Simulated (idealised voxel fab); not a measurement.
process module | voxel gate over fins
cross-section cut | 245 nm wide | cells 5 nm
A cross-section is a grid of square cells, given in bands from the top down. A band is one or more rows of cells.
Each band's line starts with the height of the band's top and of its bottom, in nm. Then come its materials from left to right, each with its width in nm. One material with "throughout" fills the band from edge to edge. "air" is empty space.
Height 0 is the level under which the wafer as received is all one material. The lowest band goes on downwards, as in "0 down".
A width such as "30 to 40" changes by the same amount from each row of cells to the next, from the band's top row to its bottom row.
"no change" after a step means that no cell of the cross-section changed.
closed voids: empty space of 8 cells or more with no open way to the top, each as width x height at its distance from the left edge, in nm
after a step's settings: what the simulator itself notes on the step
overlay nm, on a step with a mask: how far to the right of its planned place the mask lay; to the left if negative
plan
1 op RECEIVE | material Si
2 op CONFORMAL_DEP | material SiN | thk nm 5
3 op MASKED_ETCH | tone cover | mask id FINS | width nm 15 | pitch nm 55 | etch materials SiN | depth nm 5 | overlay nm 0
4 op MASKED_ETCH | tone cover | mask id FINS | width nm 15 | pitch nm 55 | etch materials Si | depth nm 30 | overlay nm 0
5 op OXIDIZE | depth nm 5
6 op FILL_DEP | material SiO2 | thk nm 15
7 op CMP | height nm 5
8 op PATTERN | tone open | mask id RAIL | material resist | width nm 15 | thk nm 20 | overlay nm 0
9 op DIRECTIONAL_ETCH | etch materials SiO2 | depth nm 30
10 op STRIP | etch materials resist
11 op CONFORMAL_DEP | material TiN | thk nm 5
12 op FILL_DEP | material W | thk nm 5
13 op CMP | height nm 5
14 op SELECTIVE_ETCH | etch materials W Ru TiN | depth nm 25
15 op FILL_DEP | material SiO2 | thk nm 5
16 op CMP | height nm 5
17 op SELECTIVE_ETCH | etch materials SiO2 | depth nm 20
18 op STRIP | etch materials SiN
19 op CONFORMAL_DEP | material HfO2 | thk nm 5
20 op CONFORMAL_DEP | material TiN | thk nm 5
21 op FILL_DEP | material W | thk nm 10
22 op CMP | height nm 15
23 op CONFORMAL_DEP | material SiN | thk nm 5
first wafer, as planned
as received, after step 1
  0 down: Si throughout
  closed voids: none
after step 2
  5 to 0: SiN throughout
  below 0: unchanged
after step 3
  5 to 0: air 30 | SiN 15 | air 40 | SiN 15 | air 40 | SiN 15 | air 40 | SiN 15 | air 35
  below 0: unchanged
after step 4
  5 to 0: air 30 | SiN 15 | air 40 | SiN 15 | air 40 | SiN 15 | air 40 | SiN 15 | air 35
  0 to -30: air 30 | Si 15 | air 40 | Si 15 | air 40 | Si 15 | air 40 | Si 15 | air 35
  below -30: unchanged
after step 5
  5 to 0: air 30 | SiN 15 | air 40 | SiN 15 | air 40 | SiN 15 | air 40 | SiN 15 | air 35
  0 to -30: air 30 | SiO2 5 | Si 5 | SiO2 5 | air 40 | SiO2 5 | Si 5 | SiO2 5 | air 40 | SiO2 5 | Si 5 | SiO2 5 | air 40 | SiO2 5 | Si 5 | SiO2 5 | air 35
  -30 to -35: SiO2 35 | Si 5 | SiO2 50 | Si 5 | SiO2 50 | Si 5 | SiO2 50 | Si 5 | SiO2 40
  below -35: unchanged
after step 6
  20 to 5: SiO2 throughout
  5 to 0: SiO2 30 | SiN 15 | SiO2 40 | SiN 15 | SiO2 40 | SiN 15 | SiO2 40 | SiN 15 | SiO2 35
  0 to -35: SiO2 35 | Si 5 | SiO2 50 | Si 5 | SiO2 50 | Si 5 | SiO2 50 | Si 5 | SiO2 40
  below -35: unchanged
after step 7
  5 to 0: SiO2 30 | SiN 15 | SiO2 40 | SiN 15 | SiO2 40 | SiN 15 | SiO2 40 | SiN 15 | SiO2 35
  below 0: unchanged
after step 8
  25 to 5: resist 55 | air 15 | resist 175
  below 5: unchanged
after step 9
  25 to 5: resist 55 | air 15 | resist 175
  5 to 0: SiO2 30 | SiN 15 | SiO2 10 | air 15 | SiO2 15 | SiN 15 | SiO2 40 | SiN 15 | SiO2 40 | SiN 15 | SiO2 35
  0 to -25: SiO2 35 | Si 5 | SiO2 15 | air 15 | SiO2 20 | Si 5 | SiO2 50 | Si 5 | SiO2 50 | Si 5 | SiO2 40
  below -25: unchanged
after step 10
  5 to 0: SiO2 30 | SiN 15 | SiO2 10 | air 15 | SiO2 15 | SiN 15 | SiO2 40 | SiN 15 | SiO2 40 | SiN 15 | SiO2 35
  below 0: unchanged
after step 11
  10 to 5: TiN 60 | air 5 | TiN 180
  5 to 0: SiO2 30 | SiN 15 | SiO2 10 | TiN 5 | air 5 | TiN 5 | SiO2 15 | SiN 15 | SiO2 40 | SiN 15 | SiO2 40 | SiN 15 | SiO2 35
  0 to -20: SiO2 35 | Si 5 | SiO2 15 | TiN 5 | air 5 | TiN 5 | SiO2 20 | Si 5 | SiO2 50 | Si 5 | SiO2 50 | Si 5 | SiO2 40
  -20 to -25: SiO2 35 | Si 5 | SiO2 15 | TiN 15 | SiO2 20 | Si 5 | SiO2 50 | Si 5 | SiO2 50 | Si 5 | SiO2 40
  below -25: unchanged
after step 12
  15 to 10: W throughout
  10 to 5: TiN 60 | W 5 | TiN 180
  5 to 0: SiO2 30 | SiN 15 | SiO2 10 | TiN 5 | W 5 | TiN 5 | SiO2 15 | SiN 15 | SiO2 40 | SiN 15 | SiO2 40 | SiN 15 | SiO2 35
  0 to -20: SiO2 35 | Si 5 | SiO2 15 | TiN 5 | W 5 | TiN 5 | SiO2 20 | Si 5 | SiO2 50 | Si 5 | SiO2 50 | Si 5 | SiO2 40
  below -20: unchanged
after step 13
  5 to 0: SiO2 30 | SiN 15 | SiO2 10 | TiN 5 | W 5 | TiN 5 | SiO2 15 | SiN 15 | SiO2 40 | SiN 15 | SiO2 40 | SiN 15 | SiO2 35
  below 0: unchanged
after step 14
  5 to 0: SiO2 30 | SiN 15 | SiO2 10 | air 15 | SiO2 15 | SiN 15 | SiO2 40 | SiN 15 | SiO2 40 | SiN 15 | SiO2 35
  0 to -20: SiO2 35 | Si 5 | SiO2 15 | air 15 | SiO2 20 | Si 5 | SiO2 50 | Si 5 | SiO2 50 | Si 5 | SiO2 40
  below -20: unchanged
after step 15
  10 to 5: SiO2 throughout
  5 to 0: SiO2 30 | SiN 15 | SiO2 40 | SiN 15 | SiO2 40 | SiN 15 | SiO2 40 | SiN 15 | SiO2 35
  0 to -20: SiO2 35 | Si 5 | SiO2 50 | Si 5 | SiO2 50 | Si 5 | SiO2 50 | Si 5 | SiO2 40
  below -20: unchanged
after step 16
  5 to 0: SiO2 30 | SiN 15 | SiO2 40 | SiN 15 | SiO2 40 | SiN 15 | SiO2 40 | SiN 15 | SiO2 35
  below 0: unchanged
after step 17
  5 to 0: air 30 | SiN 15 | air 40 | SiN 15 | air 40 | SiN 15 | air 40 | SiN 15 | air 35
  0 to -15: air 35 | Si 5 | air 50 | Si 5 | air 50 | Si 5 | air 50 | Si 5 | air 40
  below -15: unchanged
after step 18
  0 to -15: air 35 | Si 5 | air 50 | Si 5 | air 50 | Si 5 | air 50 | Si 5 | air 40
  below -15: unchanged
after step 19
  5 to 0: air 30 | HfO2 15 | air 40 | HfO2 15 | air 40 | HfO2 15 | air 40 | HfO2 15 | air 35
  0 to -10: air 30 | HfO2 5 | Si 5 | HfO2 5 | air 40 | HfO2 5 | Si 5 | HfO2 5 | air 40 | HfO2 5 | Si 5 | HfO2 5 | air 40 | HfO2 5 | Si 5 | HfO2 5 | air 35
  -10 to -15: HfO2 35 | Si 5 | HfO2 50 | Si 5 | HfO2 50 | Si 5 | HfO2 50 | Si 5 | HfO2 40
  below -15: unchanged
after step 20
  10 to 5: air 25 | TiN 25 | air 30 | TiN 25 | air 30 | TiN 25 | air 30 | TiN 25 | air 30
  5 to 0: air 25 | TiN 5 | HfO2 15 | TiN 5 | air 30 | TiN 5 | HfO2 15 | TiN 5 | air 30 | TiN 5 | HfO2 15 | TiN 5 | air 30 | TiN 5 | HfO2 15 | TiN 5 | air 30
  0 to -5: air 25 | TiN 5 | HfO2 5 | Si 5 | HfO2 5 | TiN 5 | air 30 | TiN 5 | HfO2 5 | Si 5 | HfO2 5 | TiN 5 | air 30 | TiN 5 | HfO2 5 | Si 5 | HfO2 5 | TiN 5 | air 30 | TiN 5 | HfO2 5 | Si 5 | HfO2 5 | TiN 5 | air 30
  -5 to -10: TiN 30 | HfO2 5 | Si 5 | HfO2 5 | TiN 40 | HfO2 5 | Si 5 | HfO2 5 | TiN 40 | HfO2 5 | Si 5 | HfO2 5 | TiN 40 | HfO2 5 | Si 5 | HfO2 5 | TiN 35
  below -10: unchanged
after step 21
  20 to 10: W throughout
  10 to 5: W 25 | TiN 25 | W 30 | TiN 25 | W 30 | TiN 25 | W 30 | TiN 25 | W 30
  5 to 0: W 25 | TiN 5 | HfO2 15 | TiN 5 | W 30 | TiN 5 | HfO2 15 | TiN 5 | W 30 | TiN 5 | HfO2 15 | TiN 5 | W 30 | TiN 5 | HfO2 15 | TiN 5 | W 30
  0 to -5: W 25 | TiN 5 | HfO2 5 | Si 5 | HfO2 5 | TiN 5 | W 30 | TiN 5 | HfO2 5 | Si 5 | HfO2 5 | TiN 5 | W 30 | TiN 5 | HfO2 5 | Si 5 | HfO2 5 | TiN 5 | W 30 | TiN 5 | HfO2 5 | Si 5 | HfO2 5 | TiN 5 | W 30
  below -5: unchanged
after step 22
  15 to 10: W throughout
  below 10: unchanged
after step 23
  20 to 15: SiN throughout
  below 15: unchanged
second wafer: like start, like plan, one mistake. Through step 18 it matches the first wafer
when step 19 should have ended
  5 to 0: air 30 | TiN 15 | air 40 | TiN 15 | air 40 | TiN 15 | air 40 | TiN 15 | air 35
  0 to -10: air 30 | TiN 5 | Si 5 | TiN 5 | air 40 | TiN 5 | Si 5 | TiN 5 | air 40 | TiN 5 | Si 5 | TiN 5 | air 40 | TiN 5 | Si 5 | TiN 5 | air 35
  -10 to -15: TiN 35 | Si 5 | TiN 50 | Si 5 | TiN 50 | Si 5 | TiN 50 | Si 5 | TiN 40
  below -15: unchanged
when step 20 should have ended
  10 to 5: air 25 | HfO2 25 | air 30 | HfO2 25 | air 30 | HfO2 25 | air 30 | HfO2 25 | air 30
  5 to 0: air 25 | HfO2 5 | TiN 15 | HfO2 5 | air 30 | HfO2 5 | TiN 15 | HfO2 5 | air 30 | HfO2 5 | TiN 15 | HfO2 5 | air 30 | HfO2 5 | TiN 15 | HfO2 5 | air 30
  0 to -5: air 25 | HfO2 5 | TiN 5 | Si 5 | TiN 5 | HfO2 5 | air 30 | HfO2 5 | TiN 5 | Si 5 | TiN 5 | HfO2 5 | air 30 | HfO2 5 | TiN 5 | Si 5 | TiN 5 | HfO2 5 | air 30 | HfO2 5 | TiN 5 | Si 5 | TiN 5 | HfO2 5 | air 30
  -5 to -10: HfO2 30 | TiN 5 | Si 5 | TiN 5 | HfO2 40 | TiN 5 | Si 5 | TiN 5 | HfO2 40 | TiN 5 | Si 5 | TiN 5 | HfO2 40 | TiN 5 | Si 5 | TiN 5 | HfO2 35
  below -10: unchanged
when step 21 should have ended
  20 to 10: W throughout
  10 to 5: W 25 | HfO2 25 | W 30 | HfO2 25 | W 30 | HfO2 25 | W 30 | HfO2 25 | W 30
  5 to 0: W 25 | HfO2 5 | TiN 15 | HfO2 5 | W 30 | HfO2 5 | TiN 15 | HfO2 5 | W 30 | HfO2 5 | TiN 15 | HfO2 5 | W 30 | HfO2 5 | TiN 15 | HfO2 5 | W 30
  0 to -5: W 25 | HfO2 5 | TiN 5 | Si 5 | TiN 5 | HfO2 5 | W 30 | HfO2 5 | TiN 5 | Si 5 | TiN 5 | HfO2 5 | W 30 | HfO2 5 | TiN 5 | Si 5 | TiN 5 | HfO2 5 | W 30 | HfO2 5 | TiN 5 | Si 5 | TiN 5 | HfO2 5 | W 30
  below -5: unchanged
when step 22 should have ended
  15 to 10: W throughout
  below 10: unchanged
when step 23 should have ended
  20 to 15: SiN throughout
  below 15: unchanged
what went wrong: steps 19 and 20 were swapped
at the end the second wafer has, in cells: as many of each material as the first, in other places
